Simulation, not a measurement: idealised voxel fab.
The process module that follows is named voxel capacitor over wiring.
Section cut is 155 nm wide and gridded with 5 nm square cells.
Cross-section spec: square-cell grid; bands listed top down; each band is one or more rows.
Look at the band entry: it leads with the top's height and the bottom's height in nm. Then it lists the materials left to right, with a width in nm for each. The word "all across" on a single material says that material fills the band edge to edge. The word "blank" is empty space.
Heights are reckoned from 0. Under this level, the received wafer is all of one material. The bottommost band is open-ended downward, for example "top 0, no bottom".
Graded width ("30 to 40"): value in top row of band = first number; value in bottom row = second number; row-to-row change constant.
Reading "left unchanged" for a step: not a cell of the cross-section changed in it.
Empty spaces without an open route to the top, at least 8 cells in extent, make up the entry "Voids, enclosed"; each is given as width x height at distance, where the distance is measured from the left edge, and all are in nm.
Note: text after step settings on the step line = simulator remark on that step.
You can add "overlay nm" to a step's line. For a step with a mask, it describes how far the mask lay to the right of its planned position, and a negative number describes a lay to the left.

**Planned process steps**
1) RECEIVE, material Si
2) CONFORMAL_DEP, material SiO2, thk nm 10
3) CONFORMAL_DEP, material SiCN, thk nm 5
4) DIRECTIONAL_DEP, material SiO2, thk nm 20
5) DIRECTIONAL_DEP, material aC, thk nm 15
6) PATTERN, tone open, mask id METAL_1, material resist, width nm 30, pitch nm 90, thk nm 35, overlay nm 0
7) DIRECTIONAL_ETCH, etch materials aC, depth nm 15
8) STRIP, etch materials resist
9) DIRECTIONAL_ETCH, etch materials SiO2, depth nm 20
10) DIRECTIONAL_ETCH, etch materials SiCN, depth nm 5
11) STRIP, etch materials aC
12) CONFORMAL_DEP, material TiN, thk nm 5
13) FILL_DEP, material Ru, thk nm 10
14) CMP, height nm 35
15) CONFORMAL_DEP, material SiCN, thk nm 5
16) DIRECTIONAL_DEP, material SiO2, thk nm 20
17) PATTERN, tone open, mask id PLUG_1, material resist, width nm 15, thk nm 20, overlay nm 0
18) DIRECTIONAL_ETCH, etch materials SiO2, depth nm 20
19) DIRECTIONAL_ETCH, etch materials SiCN, depth nm 5
20) STRIP, etch materials resist
21) EPI, material Ru, thk nm 10
22) EPI, material Ru, thk nm 10
23) EPI, material Ru, thk nm 5
24) DIRECTIONAL_DEP, material TiN, thk nm 10
25) DIRECTIONAL_DEP, material Al2O3, thk nm 5
26) DIRECTIONAL_DEP, material TiN, thk nm 10
27) DIRECTIONAL_DEP, material aC, thk nm 15
28) PATTERN, tone cover, mask id UPPER_PLATE, material resist, width nm 65, thk nm 30, overlay nm 0
29) DIRECTIONAL_ETCH, etch materials aC, depth nm 15
30) STRIP, etch materials resist
31) DIRECTIONAL_ETCH, etch materials TiN, depth nm 10
32) DIRECTIONAL_ETCH, etch materials Al2O3, depth nm 5
33) STRIP, etch materials aC
34) DIRECTIONAL_DEP, material aC, thk nm 10
35) PATTERN, tone cover, mask id LOWER_PLATE, material resist, width nm 75, thk nm 30, overlay nm 0
36) DIRECTIONAL_ETCH, etch materials aC, depth nm 10
37) STRIP, etch materials resist
38) DIRECTIONAL_ETCH, etch materials TiN, depth nm 10
39) STRIP, etch materials aC
40) FILL_DEP, material SiO2, thk nm 15
41) CMP, height nm 95
42) DIRECTIONAL_DEP, material aC, thk nm 15
43) PATTERN, tone open, mask id PLUG_2, material resist, width nm 15, thk nm 35, overlay nm 0
44) DIRECTIONAL_ETCH, etch materials aC, depth nm 15
45) STRIP, etch materials resist
46) DIRECTIONAL_ETCH, etch materials SiO2, depth nm 10
47) STRIP, etch materials aC
48) CONFORMAL_DEP, material TiN, thk nm 5
49) FILL_DEP, material Ru, thk nm 10
50) CMP, height nm 95
51) CONFORMAL_DEP, material SiN, thk nm 5

**Cross-section, incoming material, after step 1**
  top 0, no bottom = Si all across
  Voids, enclosed: none

**Cross-sectional image of the first of two wafers at the end of the module, the run having proceeded as planned**
  top 100, bottom 95 = SiN all across
  top 95, bottom 90 = 40 of SiO2, 5 of TiN, 5 of Ru, 5 of TiN, 100 of SiO2
  top 90, bottom 85 = 40 of SiO2, 15 of TiN, 100 of SiO2
  top 85, bottom 75 = 30 of SiO2, 65 of TiN, 60 of SiO2
  top 75, bottom 70 = 30 of SiO2, 65 of Al2O3, 60 of SiO2
  top 70, bottom 60 = 25 of SiO2, 75 of TiN, 55 of SiO2
  top 60, bottom 40 = 30 of SiO2, 15 of Ru, 110 of SiO2
  top 40, bottom 35 = 30 of SiCN, 15 of Ru, 110 of SiCN
  top 35, bottom 15 = 15 of SiO2, 5 of TiN, 20 of Ru, 5 of TiN, 60 of SiO2, 5 of TiN, 20 of Ru, 5 of TiN, 20 of SiO2
  top 15, bottom 10 = 15 of SiCN, 30 of TiN, 60 of SiCN, 30 of TiN, 20 of SiCN
  top 10, bottom 0 = SiO2 all across
  top 0, no bottom = Si all across
  Voids, enclosed: none

**Same start, same plan as the first wafer - but one mistake in the run. Cross-section of the second of the two at the end of the module**
  top 100, bottom 95 = SiN all across
  top 95, bottom 90 = 35 of SiO2, 5 of TiN, 15 of Ru, 5 of TiN, 95 of SiO2
  top 90, bottom 85 = 35 of SiO2, 25 of TiN, 95 of SiO2
  top 85, bottom 75 = 30 of SiO2, 65 of TiN, 60 of SiO2
  top 75, bottom 70 = 30 of SiO2, 65 of Al2O3, 60 of SiO2
  top 70, bottom 60 = 25 of SiO2, 75 of TiN, 55 of SiO2
  top 60, bottom 40 = 30 of SiO2, 15 of Ru, 110 of SiO2
  top 40, bottom 35 = 30 of SiCN, 15 of Ru, 110 of SiCN
  top 35, bottom 15 = 15 of SiO2, 5 of TiN, 20 of Ru, 5 of TiN, 60 of SiO2, 5 of TiN, 20 of Ru, 5 of TiN, 20 of SiO2
  top 15, bottom 10 = 15 of SiCN, 30 of TiN, 60 of SiCN, 30 of TiN, 20 of SiCN
  top 10, bottom 0 = SiO2 all across
  top 0, no bottom = Si all across
  Voids, enclosed: none
Diagnosis: step 43 changed vs plan, executed as PATTERN, tone open, mask id PLUG_2, material resist, width nm 25, thk nm 35, overlay nm 0
Materials where the second wafer ends with more or fewer cells than the first: Ru: 2 more; SiO2: 4 fewer; TiN: 2 more
